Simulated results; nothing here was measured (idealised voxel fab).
Herein follows the process module entitled voxel self aligned vias.
In the cross-section labelled cut, the width is 265 nm and each square cell is 5 nm.
How to read a cross-section here: the picture is a grid of square cells, written as bands going from the top down, and any band can span one or more rows of cells.
Basically the band line says how high the top is and how high the bottom is, in nm, and then what's in it from left to right, every material with its width in nm. Empty space shows up as "blank", and if a single material carries "edge to edge" it runs the full band edge to edge.
Heights are measured from 0, the level below which the as-received wafer is all one material; the lowest band has no bottom and continues downward, written as in "from 0 down".
Quick explanation for "30..40": the width changes in equal steps down the rows of cells, from the first number in the band's top row to the second number in its bottom row.
"stayed the same" (step): cross-section cells unchanged, all of them.
Empty spaces counting at least 8 cells and having no open way to the top are listed in "Non-vented voids". The notation width x height at distance is used for each, the distance being from the left edge and all three values in nm.
That trailing text on a step's line, after the settings, is the simulator's own remark on the step.
A step line may carry the setting "overlay nm", which, for steps involving a mask, states the distance by which the mask lay to the right of its intended position; negative values denote displacement to the left.
[Below is the list of planned process steps]
1. RECEIVE | material Si
2. CONFORMAL_DEP | material SiO2 | thk nm 10
3. CONFORMAL_DEP | material SiCN | thk nm 5
4. DIRECTIONAL_DEP | material SiO2 | thk nm 25
5. MASKED_ETCH | tone open | mask id LINES | width nm 25 | pitch nm 60 | etch materials SiO2 | depth nm 25 | overlay nm 0
6. CONFORMAL_DEP | material TiN | thk nm 5
7. FILL_DEP | material W | thk nm 10
8. CMP | height nm 40
9. SELECTIVE_ETCH | etch materials W Ru TiN | depth nm 5
10. FILL_DEP | material SiN | thk nm 10
11. CMP | height nm 40
12. DIRECTIONAL_DEP | material SiO2 | thk nm 20
13. PATTERN | tone open | mask id VIAS | material resist | width nm 35 | pitch nm 120 | thk nm 20 | overlay nm 0
14. DIRECTIONAL_ETCH | etch materials SiO2 | depth nm 20
15. DIRECTIONAL_ETCH | etch materials SiN | depth nm 5
16. STRIP | etch materials resist
17. CONFORMAL_DEP | material TiN | thk nm 5
18. FILL_DEP | material Ru | thk nm 5
19. CMP | height nm 60
20. CONFORMAL_DEP | material SiN | thk nm 5
[The following pertains to the first of two wafers, which was processed as planned]
[As-received wafer cross-section (after step 1)]
	from 0 down  Si edge to edge
	Non-vented voids: none
[The wafer in cross-section once step 2 is complete]
	from 10 to 0  SiO2 edge to edge
	Below 0, the layers are the same as they were.
[The wafer in cross-section once step 3 is complete]
	from 15 to 10  SiCN edge to edge
	Below 10, the layers are the same as they were.
[The wafer in cross-section once step 4 is complete]
	from 40 to 15  SiO2 edge to edge
	Below 15, the layers are the same as they were.
[The wafer in cross-section once step 5 is complete]
	from 40 to 15  60 SiO2, 25 blank, 35 SiO2, 25 blank, 35 SiO2, 25 blank, 60 SiO2
	Below 15, the layers are the same as they were.
[The wafer in cross-section once step 6 is complete]
	from 45 to 40  65 TiN, 15 blank, 45 TiN, 15 blank, 45 TiN, 15 blank, 65 TiN
	from 40 to 20  60 SiO2, 5 TiN, 15 blank, 5 TiN, 35 SiO2, 5 TiN, 15 blank, 5 TiN, 35 SiO2, 5 TiN, 15 blank, 5 TiN, 60 SiO2
	from 20 to 15  60 SiO2, 25 TiN, 35 SiO2, 25 TiN, 35 SiO2, 25 TiN, 60 SiO2
	Below 15, the layers are the same as they were.
[The wafer in cross-section once step 7 is complete]
	from 55 to 45  W edge to edge
	from 45 to 40  65 TiN, 15 W, 45 TiN, 15 W, 45 TiN, 15 W, 65 TiN
	from 40 to 20  60 SiO2, 5 TiN, 15 W, 5 TiN, 35 SiO2, 5 TiN, 15 W, 5 TiN, 35 SiO2, 5 TiN, 15 W, 5 TiN, 60 SiO2
	Below 20, the layers are the same as they were.
[The wafer in cross-section once step 8 is complete]
	from 40 to 20  60 SiO2, 5 TiN, 15 W, 5 TiN, 35 SiO2, 5 TiN, 15 W, 5 TiN, 35 SiO2, 5 TiN, 15 W, 5 TiN, 60 SiO2
	Below 20, the layers are the same as they were.
[The wafer in cross-section once step 9 is complete]
	from 40 to 35  60 SiO2, 25 blank, 35 SiO2, 25 blank, 35 SiO2, 25 blank, 60 SiO2
	Below 35, the layers are the same as they were.
[The wafer in cross-section once step 10 is complete]
	from 50 to 40  SiN edge to edge
	from 40 to 35  60 SiO2, 25 SiN, 35 SiO2, 25 SiN, 35 SiO2, 25 SiN, 60 SiO2
	Below 35, the layers are the same as they were.
[The wafer in cross-section once step 11 is complete]
	from 40 to 35  60 SiO2, 25 SiN, 35 SiO2, 25 SiN, 35 SiO2, 25 SiN, 60 SiO2
	Below 35, the layers are the same as they were.
[The wafer in cross-section once step 12 is complete]
	from 60 to 40  SiO2 edge to edge
	Below 40, the layers are the same as they were.
[The wafer in cross-section once step 13 is complete]
	from 80 to 60  55 resist, 35 blank, 85 resist, 35 blank, 55 resist
	Below 60, the layers are the same as they were.
[The wafer in cross-section once step 14 is complete]
	from 80 to 60  55 resist, 35 blank, 85 resist, 35 blank, 55 resist
	from 60 to 40  55 SiO2, 35 blank, 85 SiO2, 35 blank, 55 SiO2
	Below 40, the layers are the same as they were.
[The wafer in cross-section once step 15 is complete]
	from 80 to 60  55 resist, 35 blank, 85 resist, 35 blank, 55 resist
	from 60 to 40  55 SiO2, 35 blank, 85 SiO2, 35 blank, 55 SiO2
	from 40 to 35  60 SiO2, 25 blank, 35 SiO2, 25 SiN, 35 SiO2, 25 blank, 60 SiO2
	Below 35, the layers are the same as they were.
[The wafer in cross-section once step 16 is complete]
	from 60 to 40  55 SiO2, 35 blank, 85 SiO2, 35 blank, 55 SiO2
	Below 40, the layers are the same as they were.
[The wafer in cross-section once step 17 is complete]
	from 65 to 60  60 TiN, 25 blank, 95 TiN, 25 blank, 60 TiN
	from 60 to 45  55 SiO2, 5 TiN, 25 blank, 5 TiN, 85 SiO2, 5 TiN, 25 blank, 5 TiN, 55 SiO2
	from 45 to 40  55 SiO2, 10 TiN, 15 blank, 10 TiN, 85 SiO2, 10 TiN, 15 blank, 10 TiN, 55 SiO2
	from 40 to 35  60 SiO2, 25 TiN, 35 SiO2, 25 SiN, 35 SiO2, 25 TiN, 60 SiO2
	Below 35, the layers are the same as they were.
[The wafer in cross-section once step 18 is complete]
	from 70 to 65  Ru edge to edge
	from 65 to 60  60 TiN, 25 Ru, 95 TiN, 25 Ru, 60 TiN
	from 60 to 45  55 SiO2, 5 TiN, 25 Ru, 5 TiN, 85 SiO2, 5 TiN, 25 Ru, 5 TiN, 55 SiO2
	from 45 to 40  55 SiO2, 10 TiN, 15 Ru, 10 TiN, 85 SiO2, 10 TiN, 15 Ru, 10 TiN, 55 SiO2
	Below 40, the layers are the same as they were.
[The wafer in cross-section once step 19 is complete]
	from 60 to 45  55 SiO2, 5 TiN, 25 Ru, 5 TiN, 85 SiO2, 5 TiN, 25 Ru, 5 TiN, 55 SiO2
	Below 45, the layers are the same as they were.
[The wafer in cross-section once step 20 is complete]
	from 65 to 60  SiN edge to edge
	Below 60, the layers are the same as they were.
[It is to be noted that the second wafer proceeded from the same initial state and according to the same plan as the first, although one mistake was committed in its execution; through step 13, inclusive, the two wafers share an identical history]
[Second wafer, cross-section, planned end of step 14]
	from 80 to 60  55 resist, 35 blank, 85 resist, 35 blank, 55 resist
	from 60 to 40  55 SiO2, 35 blank, 85 SiO2, 35 blank, 55 SiO2
	from 40 to 35  55 SiO2, 5 blank, 25 SiN, 5 blank, 30 SiO2, 25 SiN, 30 SiO2, 5 blank, 25 SiN, 5 blank, 55 SiO2
	from 35 to 20  55 SiO2, 5 blank, 5 TiN, 15 W, 5 TiN, 5 blank, 30 SiO2, 5 TiN, 15 W, 5 TiN, 30 SiO2, 5 blank, 5 TiN, 15 W, 5 TiN, 5 blank, 55 SiO2
	Below 20, the layers are the same as they were.
[Second wafer, cross-section, planned end of step 15]
	from 80 to 60  55 resist, 35 blank, 85 resist, 35 blank, 55 resist
	from 60 to 40  55 SiO2, 35 blank, 85 SiO2, 35 blank, 55 SiO2
	from 40 to 35  55 SiO2, 35 blank, 30 SiO2, 25 SiN, 30 SiO2, 35 blank, 55 SiO2
	Below 35, the layers are the same as they were.
[Second wafer, cross-section, planned end of step 16]
	from 60 to 40  55 SiO2, 35 blank, 85 SiO2, 35 blank, 55 SiO2
	Below 40, the layers are the same as they were.
[Second wafer, cross-section, planned end of step 17]
	from 65 to 60  60 TiN, 25 blank, 95 TiN, 25 blank, 60 TiN
	from 60 to 40  55 SiO2, 5 TiN, 25 blank, 5 TiN, 85 SiO2, 5 TiN, 25 blank, 5 TiN, 55 SiO2
	from 40 to 35  55 SiO2, 35 TiN, 30 SiO2, 25 SiN, 30 SiO2, 35 TiN, 55 SiO2
	from 35 to 20  55 SiO2, 10 TiN, 15 W, 10 TiN, 30 SiO2, 5 TiN, 15 W, 5 TiN, 30 SiO2, 10 TiN, 15 W, 10 TiN, 55 SiO2
	Below 20, the layers are the same as they were.
[Second wafer, cross-section, planned end of step 18]
	from 70 to 65  Ru edge to edge
	from 65 to 60  60 TiN, 25 Ru, 95 TiN, 25 Ru, 60 TiN
	from 60 to 40  55 SiO2, 5 TiN, 25 Ru, 5 TiN, 85 SiO2, 5 TiN, 25 Ru, 5 TiN, 55 SiO2
	Below 40, the layers are the same as they were.
[Second wafer, cross-section, planned end of step 19]
	from 60 to 40  55 SiO2, 5 TiN, 25 Ru, 5 TiN, 85 SiO2, 5 TiN, 25 Ru, 5 TiN, 55 SiO2
	Below 40, the layers are the same as they were.
[Second wafer, cross-section, planned end of step 20]
	from 65 to 60  SiN edge to edge
	Below 60, the layers are the same as they were.
Processing error: in the plan, step 14 was performed twice
It is noted that, at the conclusion of processing, the second wafer exhibits a higher or lower cell count for certain materials relative to the first: 4 more of Ru, 16 fewer of SiO2, 12 more of TiN
